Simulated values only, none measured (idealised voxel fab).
process module | voxel trench capacitor
cross-section cut | 285 nm wide | cells 5 nm
A cross-section is a grid of square cells, given in bands from the top down. A band is one or more rows of cells.
Each band's line starts with the height of the band's top and of its bottom, in nm. Then come its materials from left to right, each with its width in nm. One material with "throughout" fills the band from edge to edge. "air" is empty space.
Height 0 is the level under which the wafer as received is all one material. The lowest band goes on downwards, as in "0 down".
A width such as "30 to 40" changes by the same amount from each row of cells to the next, from the band's top row to its bottom row.
"no change" after a step means that no cell of the cross-section changed.
closed voids: empty space of 8 cells or more with no open way to the top, each as width x height at its distance from the left edge, in nm
after a step's settings: what the simulator itself notes on the step
overlay nm, on a step with a mask: how far to the right of its planned place the mask lay; to the left if negative
plan
1 op RECEIVE | material Si
2 op CONFORMAL_DEP | material SiN | thk nm 5
3 op DIRECTIONAL_DEP | material aC | thk nm 10
4 op PATTERN | tone open | mask id TRENCH | material resist | width nm 30 | pitch nm 60 | thk nm 25 | overlay nm 0
5 op DIRECTIONAL_ETCH | etch materials aC | depth nm 10
6 op STRIP | etch materials resist
7 op DIRECTIONAL_ETCH | etch materials SiN | depth nm 5
8 op DIRECTIONAL_ETCH | etch materials Si | depth nm 30
9 op STRIP | etch materials aC
10 op CONFORMAL_DEP | material HfO2 | thk nm 5
11 op CONFORMAL_DEP | material TiN | thk nm 5
12 op FILL_DEP | material W | thk nm 10
13 op CMP | height nm 5
as received, after step 1
  0 down: Si throughout
  closed voids: none
a wafer at the end: this start, this plan, one mistake
  5 to 0: SiN 30 | HfO2 5 | TiN 5 | W 20 | TiN 5 | HfO2 5 | SiN 20 | HfO2 5 | TiN 5 | W 20 | TiN 5 | HfO2 5 | SiN 20 | HfO2 5 | TiN 5 | W 20 | TiN 5 | HfO2 5 | SiN 20 | HfO2 5 | TiN 5 | W 20 | TiN 5 | HfO2 5 | SiN 35
  0 to -20: Si 30 | HfO2 5 | TiN 5 | W 20 | TiN 5 | HfO2 5 | Si 20 | HfO2 5 | TiN 5 | W 20 | TiN 5 | HfO2 5 | Si 20 | HfO2 5 | TiN 5 | W 20 | TiN 5 | HfO2 5 | Si 20 | HfO2 5 | TiN 5 | W 20 | TiN 5 | HfO2 5 | Si 35
  -20 to -25: Si 30 | HfO2 5 | TiN 30 | HfO2 5 | Si 20 | HfO2 5 | TiN 30 | HfO2 5 | Si 20 | HfO2 5 | TiN 30 | HfO2 5 | Si 20 | HfO2 5 | TiN 30 | HfO2 5 | Si 35
  -25 to -30: Si 30 | HfO2 40 | Si 20 | HfO2 40 | Si 20 | HfO2 40 | Si 20 | HfO2 40 | Si 35
  -30 down: Si throughout
  closed voids: none
what went wrong: step 4 ran as: op PATTERN | tone open | mask id TRENCH | material resist | width nm 40 | pitch nm 60 | thk nm 25 | overlay nm 0
